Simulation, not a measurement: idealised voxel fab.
Title: Process Module voxel self aligned contacts
FYI the section here is cut, 300 nm wide, cells are 5 nm squares.
Square cells in a grid make up a cross-section in this document, and the grid is given as bands, listed from the top down, each one or more rows of cells.
In this notation a band is specified by the heights of its top and bottom, in that order and in nm, after which its materials appear from left to right, each paired with its width in nm. The word "full width" attached to a single material means that material fills the band from edge to edge; the word "empty" stands for empty space.
Beneath 0, the wafer as received is one material, and that level is where height counting begins. The lowest band goes on downward without a bottom; it is written like "top 0, no bottom".
Think of "30..40" as a width that walks from the first number to the second as you go down the band, top row to bottom row, taking equal-sized steps from row to row.
Key: "same as before" - step with no changed cell in the cross-section.
Under "Unvented voids" you'll find the enclosed gaps, the ones with no way out to the top, that are 8 cells or bigger; each reads width x height at distance, with distance counted from the left edge, everything in nm.
Formally, on a step line, whatever follows the settings is a remark that the simulator itself makes on the step.
The setting "overlay nm" may be written on the line of a step. When the step uses a mask, the value reports how far to the right of the planned place the mask lay, and a negative value reports that it lay to the left.

The process steps that were planned are listed below:
1 op RECEIVE | material Si
2 op OXIDIZE | depth nm 5
3 op DIRECTIONAL_DEP | material polySi | thk nm 25
4 op DIRECTIONAL_DEP | material SiN | thk nm 25
5 op PATTERN | tone cover | mask id GATE | material resist | width nm 25 | pitch nm 65 | thk nm 15 | overlay nm -15
6 op DIRECTIONAL_ETCH | etch materials SiN | depth nm 25
7 op DIRECTIONAL_ETCH | etch materials polySi | depth nm 25
8 op STRIP | etch materials resist
9 op CONFORMAL_DEP | material SiN | thk nm 10
10 op DIRECTIONAL_ETCH | etch materials SiN | depth nm 10
11 op FILL_DEP | material SiO2 | thk nm 15
12 op CMP | height nm 60
13 op MASKED_ETCH | tone open | mask id CONTACT | width nm 50 | etch materials SiO2 | depth nm 65 | overlay nm 0
14 op CONFORMAL_DEP | material TiN | thk nm 5
15 op FILL_DEP | material Ru | thk nm 5
16 op CMP | height nm 60
17 op CONFORMAL_DEP | material SiCN | thk nm 5
Don't read the plan's overlay nm for step 5 as applying to every wafer: that's the first wafer's value, and the wafers differ in it, though they all start identical.

Sectional view: first of several wafers, as received, after step 1:
> top 0, no bottom = Si full width
> Unvented voids: none

Cross-sectional representation of the first of several wafers at the end of the module, i.e. after its terminal step, step 17:
> top 65, bottom 60 = SiCN full width
> top 60, bottom 50 = SiO2 125  TiN 5  Ru 40..10  TiN 5..35  SiO2 125
> top 50, bottom 25 = SiO2 80  SiN 45  TiN 5  Ru 10  TiN 5  SiN 45  SiO2 110
> top 25, bottom 0 = SiO2 80  SiN 10  polySi 25  SiN 10  TiN 5  Ru 10  TiN 5  SiN 10  polySi 25  SiN 10  SiO2 110
> top 0, bottom -5 = SiO2 125  TiN 20  SiO2 155
> top -5, no bottom = Si full width
> Unvented voids: none

Sectional view of the last wafer upon completion of the module:
> top 65, bottom 60 = SiCN full width
> top 60, bottom 50 = SiO2 125  TiN 5..35  Ru 40..10  TiN 5  SiO2 125
> top 50, bottom 25 = SiO2 110  SiN 45  TiN 5  Ru 10  TiN 5  SiN 45  SiO2 80
> top 25, bottom 0 = SiO2 110  SiN 10  polySi 25  SiN 10  TiN 5  Ru 10  TiN 5  SiN 10  polySi 25  SiN 10  SiO2 80
> top 0, bottom -5 = SiO2 155  TiN 20  SiO2 125
> top -5, no bottom = Si full width
> Unvented voids: none

Heads up, this table goes wafer by wafer. A row tells you, at the end of the module, how many cells of each material that wafer has put on (+) or dropped (-) since it was received, and then its closed voids:
overlay nm -15 | +30 Ru | -60 Si | +60 SiCN | +130 SiN | +536 SiO2 | +34 TiN | +50 polySi | Unvented voids: none
overlay nm -10 | +30 Ru | -60 Si | +60 SiCN | +130 SiN | +536 SiO2 | +34 TiN | +50 polySi | Unvented voids: none
overlay nm -5 | +30 Ru | -60 Si | +60 SiCN | +130 SiN | +536 SiO2 | +34 TiN | +50 polySi | Unvented voids: none
overlay nm 0 | +30 Ru | -60 Si | +60 SiCN | +130 SiN | +536 SiO2 | +34 TiN | +50 polySi | Unvented voids: none
overlay nm 5 | +30 Ru | -60 Si | +60 SiCN | +130 SiN | +536 SiO2 | +34 TiN | +50 polySi | Unvented voids: none
overlay nm 10 | +30 Ru | -60 Si | +60 SiCN | +130 SiN | +536 SiO2 | +34 TiN | +50 polySi | Unvented voids: none
overlay nm 15 | +30 Ru | -60 Si | +60 SiCN | +130 SiN | +536 SiO2 | +34 TiN | +50 polySi | Unvented voids: none
